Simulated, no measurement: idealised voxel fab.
voxel ribs on slabs: a process module
Section shown: cut. Width: 170 nm. Cell size: 5 nm, square.
The cross-sections in this document take the form of a grid made of square cells. They are written out as bands, in order from top to bottom. Each band consists of one or more rows of cells.
Top height, bottom height, nm. Materials left to right, width each, nm. Single material + "throughout" = fills band edge to edge. "blank" = empty.
Heights are expressed relative to 0, this being the level below which the as-received wafer comprises one material exclusively. The lowest band is unbounded in the downward direction and is denoted as in "0..down".
It should be noted that a width expressed as "30..40" varies in equal increments from row to row of cells within the band, taking the value of the first number at the top row and that of the second number at the bottom row.
Where the words "nothing got changed" appear for a step, the cross-section shows no cell changed by that step; every cell remained as before.
Reported under the label "Sealed void inventory" are the empty spaces having no open way to the top and comprising 8 cells or more; the notation for each is width x height at distance, in which the distance is measured from the left edge and all three values are in nm.
Whatever follows a step's settings on its line is a remark the simulator itself makes about that step.
"overlay nm", when on a step's line for a step with a mask, measures how far to the right of its planned place the mask lay; a negative measure means to the left.
These are the steps we planned for the process:
1: RECEIVE [material Si]
2: DIRECTIONAL_DEP [material SiO2] [thk nm 30]
3: DIRECTIONAL_DEP [material polySi] [thk nm 15]
4: PATTERN [tone cover] [mask id RIB] [material resist] [width nm 25] [thk nm 20] [overlay nm 0]
5: DIRECTIONAL_ETCH [etch materials polySi] [depth nm 5]
6: STRIP [etch materials resist]
7: DIRECTIONAL_DEP [material aC] [thk nm 15]
8: PATTERN [tone cover] [mask id SLAB] [material resist] [width nm 65] [thk nm 35] [overlay nm 0]
9: DIRECTIONAL_ETCH [etch materials aC] [depth nm 15]
10: STRIP [etch materials resist]
11: DIRECTIONAL_ETCH [etch materials polySi] [depth nm 10]
12: STRIP [etch materials aC]
13: FILL_DEP [material SiO2] [thk nm 25]
14: CMP [height nm 60]
15: DIRECTIONAL_DEP [material W] [thk nm 5]
16: DIRECTIONAL_DEP [material aC] [thk nm 10]
17: PATTERN [tone cover] [mask id HEATER] [material resist] [width nm 35] [thk nm 30] [overlay nm 0]
18: DIRECTIONAL_ETCH [etch materials aC] [depth nm 10]
19: STRIP [etch materials resist]
20: DIRECTIONAL_ETCH [etch materials W] [depth nm 5]
21: STRIP [etch materials aC]
22: CONFORMAL_DEP [material SiN] [thk nm 5]
Wafer, first of two, run as planned:
Step 1 complete: cross-section of the wafer as received:
0..down: Si throughout
Sealed void inventory: none
Cross-section of the wafer after step 2:
30..0: SiO2 throughout
Below a height of 0, the structure has not been altered.
Cross-section of the wafer after step 3:
45..30: polySi throughout
Below a height of 30, the structure has not been altered.
Cross-section of the wafer after step 4:
65..45: blank 70 nm, then resist 25 nm, then blank 75 nm
Below a height of 45, the structure has not been altered.
Cross-section of the wafer after step 5:
65..45: blank 70 nm, then resist 25 nm, then blank 75 nm
45..40: blank 70 nm, then polySi 25 nm, then blank 75 nm
Below a height of 40, the structure has not been altered.
Cross-section of the wafer after step 6:
45..40: blank 70 nm, then polySi 25 nm, then blank 75 nm
Below a height of 40, the structure has not been altered.
Cross-section of the wafer after step 7:
60..55: blank 70 nm, then aC 25 nm, then blank 75 nm
55..45: aC throughout
45..40: aC 70 nm, then polySi 25 nm, then aC 75 nm
Below a height of 40, the structure has not been altered.
Cross-section of the wafer after step 8:
95..60: blank 50 nm, then resist 65 nm, then blank 55 nm
60..55: blank 50 nm, then resist 20 nm, then aC 25 nm, then resist 20 nm, then blank 55 nm
Below a height of 55, the structure has not been altered.
Cross-section of the wafer after step 9:
80..60: blank 50 nm, then resist 65 nm, then blank 55 nm
60..55: blank 50 nm, then resist 20 nm, then aC 25 nm, then resist 20 nm, then blank 55 nm
55..45: blank 50 nm, then aC 65 nm, then blank 55 nm
45..40: blank 50 nm, then aC 20 nm, then polySi 25 nm, then aC 20 nm, then blank 55 nm
Below a height of 40, the structure has not been altered.
Cross-section of the wafer after step 10:
60..55: blank 70 nm, then aC 25 nm, then blank 75 nm
Below a height of 55, the structure has not been altered.
Cross-section of the wafer after step 11:
60..55: blank 70 nm, then aC 25 nm, then blank 75 nm
55..45: blank 50 nm, then aC 65 nm, then blank 55 nm
45..40: blank 50 nm, then aC 20 nm, then polySi 25 nm, then aC 20 nm, then blank 55 nm
40..30: blank 50 nm, then polySi 65 nm, then blank 55 nm
Below a height of 30, the structure has not been altered.
Cross-section of the wafer after step 12:
45..40: blank 70 nm, then polySi 25 nm, then blank 75 nm
Below a height of 40, the structure has not been altered.
Cross-section of the wafer after step 13:
70..45: SiO2 throughout
45..40: SiO2 70 nm, then polySi 25 nm, then SiO2 75 nm
40..30: SiO2 50 nm, then polySi 65 nm, then SiO2 55 nm
Below a height of 30, the structure has not been altered.
Cross-section of the wafer after step 14:
60..45: SiO2 throughout
Below a height of 45, the structure has not been altered.
Cross-section of the wafer after step 15:
65..60: W throughout
Below a height of 60, the structure has not been altered.
Cross-section of the wafer after step 16:
75..65: aC throughout
Below a height of 65, the structure has not been altered.
Cross-section of the wafer after step 17:
105..75: blank 65 nm, then resist 35 nm, then blank 70 nm
Below a height of 75, the structure has not been altered.
Cross-section of the wafer after step 18:
95..75: blank 65 nm, then resist 35 nm, then blank 70 nm
75..65: blank 65 nm, then aC 35 nm, then blank 70 nm
Below a height of 65, the structure has not been altered.
Cross-section of the wafer after step 19:
75..65: blank 65 nm, then aC 35 nm, then blank 70 nm
Below a height of 65, the structure has not been altered.
Cross-section of the wafer after step 20:
75..65: blank 65 nm, then aC 35 nm, then blank 70 nm
65..60: blank 65 nm, then W 35 nm, then blank 70 nm
Below a height of 60, the structure has not been altered.
Cross-section of the wafer after step 21:
65..60: blank 65 nm, then W 35 nm, then blank 70 nm
Below a height of 60, the structure has not been altered.
Cross-section of the wafer after step 22:
70..65: blank 60 nm, then SiN 45 nm, then blank 65 nm
65..60: SiN 65 nm, then W 35 nm, then SiN 70 nm
Below a height of 60, the structure has not been altered.
Notes, second wafer: start = first wafer's, plan = first wafer's, execution had one mistake; history identical to first through step 21:
Cross-section: second wafer, time at which step 22 was scheduled to end: nothing got changed
In executing the process, a mistake was made relative to the plan: yeah, step 22 of the plan got skipped, never ran
Final wafer comparison in cells, second versus first, more or fewer per material: 36 fewer of SiN
